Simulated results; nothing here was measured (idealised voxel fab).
Process module name: voxel self aligned vias
Cross-section cut: width 175 nm, square cells of 5 nm.
Format of a cross-section: grid, square cells. Given as bands. Order: top down. Band: one or more rows of cells. Heights first: top, then bottom, in nm. Then materials, left to right, each with a width in nm. "all across" on a single material: fills the band edge to edge. "empty": empty space. Convention: height 0 is the level below which the wafer, as received, is all one material. The lowest band does not terminate at the bottom but continues downward, represented as "z 0 and below". Graded width ("30->40"): value in top row of band = first number; value in bottom row = second number; row-to-row change constant. For the purposes of this document, the phrase "nothing altered" attached to a step denotes that no cell within the cross-section was modified by that step. "Enclosed void entries" lists enclosed empty spaces (at least 8 cells, no open path upward to the top), each as width x height at distance from the left edge, in nm. Whatever follows a step's settings on its line is a remark the simulator itself makes about that step. The optional step-line setting "overlay nm" applies to steps with a mask and quantifies how far to the right of its planned location the mask lay, a negative value indicating leftward placement.

## List of planned process steps
1 RECEIVE,material Si
2 CONFORMAL_DEP,material SiO2,thk nm 15
3 CONFORMAL_DEP,material SiCN,thk nm 5
4 DIRECTIONAL_DEP,material lowk,thk nm 20
5 MASKED_ETCH,tone open,mask id LINES,width nm 30,pitch nm 70,etch materials lowk,depth nm 20,overlay nm 0
6 CONFORMAL_DEP,material TiN,thk nm 5
7 FILL_DEP,material Ru,thk nm 10
8 CMP,height nm 40
9 SELECTIVE_ETCH,etch materials W Ru TiN,depth nm 5
10 FILL_DEP,material SiN,thk nm 10
11 CMP,height nm 40
12 DIRECTIONAL_DEP,material lowk,thk nm 20
13 DIRECTIONAL_DEP,material aC,thk nm 15
14 PATTERN,tone open,mask id VIAS,material resist,width nm 40,pitch nm 70,thk nm 30,overlay nm 0
15 DIRECTIONAL_ETCH,etch materials aC,depth nm 15
16 STRIP,etch materials resist
17 DIRECTIONAL_ETCH,etch materials lowk,depth nm 20
18 DIRECTIONAL_ETCH,etch materials SiN,depth nm 5
19 STRIP,etch materials aC
20 CONFORMAL_DEP,material TiN,thk nm 5
21 FILL_DEP,material Ru,thk nm 10
22 CMP,height nm 60
23 CONFORMAL_DEP,material SiCN,thk nm 5

## Cross-section of the incoming wafer, state after step 1
  z 0 and below | Si all across
  Enclosed void entries: none

## The following cross-section depicts the wafer upon conclusion of the module. Processing commenced from the starting condition illustrated above and adhered to the plan illustrated above, save for one mistake in execution
  z 65 to 60 | SiCN all across
  z 60 to 45 | lowk 30  TiN 5  Ru 30  TiN 5  lowk 30  TiN 5  Ru 30  TiN 5  lowk 35
  z 45 to 40 | lowk 30  TiN 10  Ru 20  TiN 10  lowk 30  TiN 10  Ru 20  TiN 10  lowk 35
  z 40 to 35 | lowk 35  TiN 30  lowk 40  TiN 30  lowk 40
  z 35 to 25 | lowk 35  TiN 5  Ru 20  TiN 5  lowk 40  TiN 5  Ru 20  TiN 5  lowk 40
  z 25 to 20 | lowk 35  TiN 30  lowk 40  TiN 30  lowk 40
  z 20 to 5 | SiO2 all across
  z 5 to 0 | SiCN all across
  z 0 and below | Si all across
  Enclosed void entries: none
Against the plan, the run slipped here: note: step 2 <-> step 3, run order reversed vs plan
